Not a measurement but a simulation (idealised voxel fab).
Process module heading - voxel self aligned vias
Section cut is 295 nm wide and gridded with 5 nm square cells.
In this document a cross-section is written as a grid of square cells. It is given as a series of bands, listed from the top down, and a band is one or more rows of cells.
Top, bottom (nm), then materials left to right with widths (nm); lone material tagged "all across" fills the whole band edge to edge; "blank" = empty space.
Heads up on the height convention: 0 is the point under which the incoming wafer is all one material, and the lowest band has no bottom, it just keeps going down, like "z 0 and below".
Per-row width for "30 to 40": begins at first number (top row of band), ends at second number (bottom row), increment between rows held constant.
You'll sometimes find "identical to before" written for a step, and that's the way of saying that nowhere in the cross-section did a cell change during that step.
Basically, "Enclosed cavities" tells you about the enclosed voids: empty spaces with no open way to the top, 8 cells or bigger, each written width x height at distance, where distance is from the left edge, all in nm.
On each step's line, the part that comes after the settings is the simulator's own comment on the step.
"overlay nm" denotes, for a step that has a mask, the displacement of the mask to the right of its planned place, with negative values corresponding to the left.

Listed below are the process steps as planned:
1: RECEIVE [material Si]
2: CONFORMAL_DEP [material SiO2] [thk nm 10]
3: CONFORMAL_DEP [material SiCN] [thk nm 5]
4: DIRECTIONAL_DEP [material SiO2] [thk nm 20]
5: MASKED_ETCH [tone open] [mask id LINES] [width nm 25] [pitch nm 55] [etch materials SiO2] [depth nm 20] [overlay nm 0]
6: CONFORMAL_DEP [material TiN] [thk nm 5]
7: FILL_DEP [material Ru] [thk nm 5]
8: CMP [height nm 35]
9: SELECTIVE_ETCH [etch materials W Ru TiN] [depth nm 5]
10: FILL_DEP [material SiN] [thk nm 10]
11: CMP [height nm 35]
12: DIRECTIONAL_DEP [material SiO2] [thk nm 15]
13: DIRECTIONAL_DEP [material aC] [thk nm 15]
14: PATTERN [tone open] [mask id VIAS] [material resist] [width nm 35] [pitch nm 55] [thk nm 35] [overlay nm 0]
15: DIRECTIONAL_ETCH [etch materials aC] [depth nm 15]
16: STRIP [etch materials resist]
17: DIRECTIONAL_ETCH [etch materials SiO2] [depth nm 15]
18: DIRECTIONAL_ETCH [etch materials SiN] [depth nm 5]
19: STRIP [etch materials aC]
20: CONFORMAL_DEP [material TiN] [thk nm 5]
21: FILL_DEP [material Ru] [thk nm 10]
22: CMP [height nm 50]
23: CONFORMAL_DEP [material SiN] [thk nm 5]

Incoming wafer, cross-sectional view, post step 1:
* z 0 and below  Si all across
* Enclosed cavities: none

First of two wafers: cross-section at end of module, run per plan:
* z 55 to 50  SiN all across
* z 50 to 40  100 nm SiO2  5 nm TiN  25 nm Ru  5 nm TiN  20 nm SiO2  5 nm TiN  25 nm Ru  5 nm TiN  105 nm SiO2
* z 40 to 35  100 nm SiO2  10 nm TiN  15 nm Ru  10 nm TiN  20 nm SiO2  10 nm TiN  15 nm Ru  10 nm TiN  105 nm SiO2
* z 35 to 30  105 nm SiO2  25 nm TiN  30 nm SiO2  25 nm TiN  110 nm SiO2
* z 30 to 20  105 nm SiO2  5 nm TiN  15 nm Ru  5 nm TiN  30 nm SiO2  5 nm TiN  15 nm Ru  5 nm TiN  110 nm SiO2
* z 20 to 15  105 nm SiO2  25 nm TiN  30 nm SiO2  25 nm TiN  110 nm SiO2
* z 15 to 10  SiCN all across
* z 10 to 0  SiO2 all across
* z 0 and below  Si all across
* Enclosed cavities: none

Cross-sectional view of the second of two wafers upon completion of the module. This wafer shared its starting condition and process plan with the first; one error was made during its execution:
* z 55 to 50  SiN all across
* z 50 to 40  100 nm SiO2  5 nm TiN  25 nm Ru  5 nm TiN  20 nm SiO2  5 nm TiN  25 nm Ru  5 nm TiN  105 nm SiO2
* z 40 to 35  100 nm SiO2  10 nm TiN  15 nm Ru  10 nm TiN  20 nm SiO2  10 nm TiN  15 nm Ru  10 nm TiN  105 nm SiO2
* z 35 to 30  105 nm SiO2  25 nm TiN  30 nm SiO2  25 nm TiN  110 nm SiO2
* z 30 to 20  105 nm SiO2  5 nm TiN  15 nm Ru  5 nm TiN  30 nm SiO2  5 nm TiN  15 nm Ru  5 nm TiN  110 nm SiO2
* z 20 to 15  105 nm SiO2  25 nm TiN  30 nm SiO2  25 nm TiN  110 nm SiO2
* z 15 to 5  SiO2 all across
* z 5 to 0  SiCN all across
* z 0 and below  Si all across
* Enclosed cavities: none
The mistake made against the process plan was this: steps 2 and 3 of the plan were each performed in the slot designated for the other
At the end, the second wafer has the same number of cells of each material as the first, but those cells sit in other places.
